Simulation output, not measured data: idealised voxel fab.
Process module name: voxel ribs on slabs
The cross-section on display is named cut; it measures 280 nm wide, and its cells are 5 nm squares.
Bands, listed from the top down, are how a cross-section gets written in this document; the cross-section itself is a grid of square cells, and a band is one or more rows of them. Band entry format. Leading values: height of top, height of bottom, nm. Remainder: materials in left-to-right order, each with its width in nm. Special words: "full width" on a single material, which then fills the band edge to edge; "air", empty space. Beneath 0, the wafer as received is one material, and that level is where height counting begins. The lowest band goes on downward without a bottom; it is written like "z 0 and below". A width given as "30..40" starts at the first number in the band's top row and ends at the second number in its bottom row, shifting by an equal amount at every step from row to row. What does "all unchanged" mean for a step? It means no cell of the cross-section changed in that step. Look at "Sealed internal voids" for the closed voids: empty spaces with no open path to the top, sized 8 cells or up. Each is width x height at distance, distance from the left edge, all nm. That trailing text on a step's line, after the settings, is the simulator's own remark on the step. The optional step-line setting "overlay nm" applies to steps with a mask and quantifies how far to the right of its planned location the mask lay, a negative value indicating leftward placement.

### Listed below are the process steps as planned
1: RECEIVE with material Si
2: DIRECTIONAL_DEP with material SiO2, thk nm 30
3: DIRECTIONAL_DEP with material polySi, thk nm 20
4: DIRECTIONAL_DEP with material aC, thk nm 15
5: PATTERN with tone cover, mask id RIB, material resist, width nm 30, thk nm 30, overlay nm 0
6: DIRECTIONAL_ETCH with etch materials aC, depth nm 15
7: STRIP with etch materials resist
8: DIRECTIONAL_ETCH with etch materials polySi, depth nm 15
9: STRIP with etch materials aC
10: DIRECTIONAL_DEP with material aC, thk nm 15
11: PATTERN with tone cover, mask id SLAB, material resist, width nm 70, thk nm 30, overlay nm 0
12: DIRECTIONAL_ETCH with etch materials aC, depth nm 15
13: STRIP with etch materials resist
14: DIRECTIONAL_ETCH with etch materials polySi, depth nm 5
15: STRIP with etch materials aC
16: FILL_DEP with material SiO2, thk nm 30
17: CMP with height nm 70
18: DIRECTIONAL_DEP with material TiN, thk nm 10
19: DIRECTIONAL_DEP with material aC, thk nm 15
20: PATTERN with tone cover, mask id HEATER, material resist, width nm 40, thk nm 35, overlay nm 0
21: DIRECTIONAL_ETCH with etch materials aC, depth nm 15
22: STRIP with etch materials resist
23: DIRECTIONAL_ETCH with etch materials TiN, depth nm 10
24: STRIP with etch materials aC
25: CONFORMAL_DEP with material SiO2, thk nm 5

### Delivered wafer in cross-section: state after step 1
    z 0 and below = Si full width
    Sealed internal voids: none

### The cross-section shown corresponds to the wafer at the conclusion of the module. The initial structure and the process plan are those presented above; however, one mistake occurred in executing the plan
    z 85 to 80 = 115 nm air, then 50 nm SiO2, then 115 nm air
    z 80 to 75 = 115 nm air, then 5 nm SiO2, then 40 nm TiN, then 5 nm SiO2, then 115 nm air
    z 75 to 70 = 120 nm SiO2, then 40 nm TiN, then 120 nm SiO2
    z 70 to 60 = 125..105 nm SiO2, then 30..70 nm polySi, then 125..105 nm SiO2
    z 60 to 0 = SiO2 full width
    z 0 and below = Si full width
    Sealed internal voids: none
Finding, execution versus plan: heads up, step 2 of the plan got done twice
